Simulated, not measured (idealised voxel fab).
Presented below is a process module, voxel capacitor over wiring.
The width of the displayed cross-section, cut, is 220 nm; its cells are square, with a size of 5 nm.
When this document writes out a cross-section, it uses a grid of square cells and lists it as bands, beginning at the top and moving down, with a band standing for one or more rows of cells. It is stipulated that each band's entry specify, in nanometres, the height of the top of the band and then that of its bottom, followed by the materials of the band in left-to-right sequence, each together with its width in nanometres. A single material marked by the word "all across" is understood to fill the band from edge to edge; the word "blank" is understood to denote empty space. Heights are reckoned from 0. Under this level, the received wafer is all of one material. The bottommost band is open-ended downward, for example "z 0 and below". The expression "30->40" gives the width at the extremes of the band, the first number at its top row of cells and the second at its bottom row, with the width changing by equal amounts from each row to the next in between. The designation "nothing altered", where it is given for a processing step, indicates that no cell of the cross-section was altered in the course of that step. So "Non-vented voids" is basically the list of trapped voids: any empty space of 8 cells or more that can't reach the top through an opening. They're written width x height at distance, the distance being from the left edge, and it's all nm. after a step's settings: what the simulator itself notes on the step. Each step line may optionally specify "overlay nm", which for a step with a mask gives the rightward distance between the mask's planned place and where it lay, a negative value indicating the leftward direction.

-- The steps planned for the process are as follows
1. RECEIVE,material Si
2. CONFORMAL_DEP,material SiO2,thk nm 10
3. CONFORMAL_DEP,material SiCN,thk nm 5
4. DIRECTIONAL_DEP,material lowk,thk nm 20
5. DIRECTIONAL_DEP,material aC,thk nm 15
6. PATTERN,tone open,mask id METAL_1,material resist,width nm 30,pitch nm 90,thk nm 30,overlay nm 0
7. DIRECTIONAL_ETCH,etch materials aC,depth nm 15
8. STRIP,etch materials resist
9. DIRECTIONAL_ETCH,etch materials lowk,depth nm 20
10. DIRECTIONAL_ETCH,etch materials SiCN,depth nm 5
11. STRIP,etch materials aC
12. CONFORMAL_DEP,material TiN,thk nm 5
13. FILL_DEP,material Cu,thk nm 10
14. CMP,height nm 35
15. CONFORMAL_DEP,material SiCN,thk nm 5
16. DIRECTIONAL_DEP,material lowk,thk nm 10
17. PATTERN,tone open,mask id PLUG_1,material resist,width nm 15,thk nm 15,overlay nm 0
18. DIRECTIONAL_ETCH,etch materials lowk,depth nm 10
19. DIRECTIONAL_ETCH,etch materials SiCN,depth nm 5
20. STRIP,etch materials resist
21. CONFORMAL_DEP,material TiN,thk nm 5
22. FILL_DEP,material Ru,thk nm 5
23. CMP,height nm 50
24. DIRECTIONAL_DEP,material TiN,thk nm 10
25. DIRECTIONAL_DEP,material SiN,thk nm 5
26. DIRECTIONAL_DEP,material TiN,thk nm 10
27. DIRECTIONAL_DEP,material aC,thk nm 15
28. PATTERN,tone cover,mask id UPPER_PLATE,material resist,width nm 65,thk nm 35,overlay nm 0
29. DIRECTIONAL_ETCH,etch materials aC,depth nm 15
30. STRIP,etch materials resist
31. DIRECTIONAL_ETCH,etch materials TiN,depth nm 10
32. DIRECTIONAL_ETCH,etch materials SiN,depth nm 5
33. STRIP,etch materials aC
34. PATTERN,tone cover,mask id LOWER_PLATE,material resist,width nm 75,thk nm 20,overlay nm 0
35. DIRECTIONAL_ETCH,etch materials TiN,depth nm 10
36. STRIP,etch materials resist
37. FILL_DEP,material SiO2,thk nm 15
38. CMP,height nm 85
39. DIRECTIONAL_DEP,material aC,thk nm 15
40. PATTERN,tone open,mask id PLUG_2,material resist,width nm 15,thk nm 30,overlay nm 0
41. DIRECTIONAL_ETCH,etch materials aC,depth nm 15
42. STRIP,etch materials resist
43. DIRECTIONAL_ETCH,etch materials SiO2,depth nm 10
44. STRIP,etch materials aC
45. CONFORMAL_DEP,material TiN,thk nm 5
46. FILL_DEP,material Ru,thk nm 10
47. CMP,height nm 85
48. CONFORMAL_DEP,material SiN,thk nm 5

-- as received, after step 1
z 0 and below: Si all across
Non-vented voids: none

-- first wafer at the end, as planned
z 90 to 85: SiN all across
z 85 to 80: 75 of SiO2 / 5 of TiN / 5 of Ru / 5 of TiN / 130 of SiO2
z 80 to 75: 75 of SiO2 / 15 of TiN / 130 of SiO2
z 75 to 65: 65 of SiO2 / 65 of TiN / 90 of SiO2
z 65 to 60: 65 of SiO2 / 65 of SiN / 90 of SiO2
z 60 to 50: 60 of SiO2 / 75 of TiN / 85 of SiO2
z 50 to 40: 65 of lowk / 5 of TiN / 5 of Ru / 5 of TiN / 140 of lowk
z 40 to 35: 65 of SiCN / 15 of TiN / 140 of SiCN
z 35 to 15: 50 of lowk / 5 of TiN / 20 of Cu / 5 of TiN / 60 of lowk / 5 of TiN / 20 of Cu / 5 of TiN / 50 of lowk
z 15 to 10: 50 of SiCN / 30 of TiN / 60 of SiCN / 30 of TiN / 50 of SiCN
z 10 to 0: SiO2 all across
z 0 and below: Si all across
Non-vented voids: none

-- Module end: cross-section of wafer two of two. Same start and process plan as the first wafer. One mistake during execution
z 90 to 85: SiN all across
z 85 to 75: Ru all across
z 75 to 65: 65 of Ru / 65 of TiN / 90 of Ru
z 65 to 60: 65 of Ru / 65 of SiN / 90 of Ru
z 60 to 50: 60 of Ru / 75 of TiN / 85 of Ru
z 50 to 40: 65 of lowk / 5 of TiN / 5 of Ru / 5 of TiN / 140 of lowk
z 40 to 35: 65 of SiCN / 15 of TiN / 140 of SiCN
z 35 to 15: 50 of lowk / 5 of TiN / 20 of Cu / 5 of TiN / 60 of lowk / 5 of TiN / 20 of Cu / 5 of TiN / 50 of lowk
z 15 to 10: 50 of SiCN / 30 of TiN / 60 of SiCN / 30 of TiN / 50 of SiCN
z 10 to 0: SiO2 all across
z 0 and below: Si all across
Non-vented voids: none
In executing the process, a mistake was made relative to the plan: step 37 was run on a setting that differed from the plan, and what really ran there is FILL_DEP,material Ru,thk nm 15
Upon completion, the second wafer contains, in terms of cells, a greater or smaller amount of certain materials than the first wafer: +238 Ru | -233 SiO2 | -5 TiN
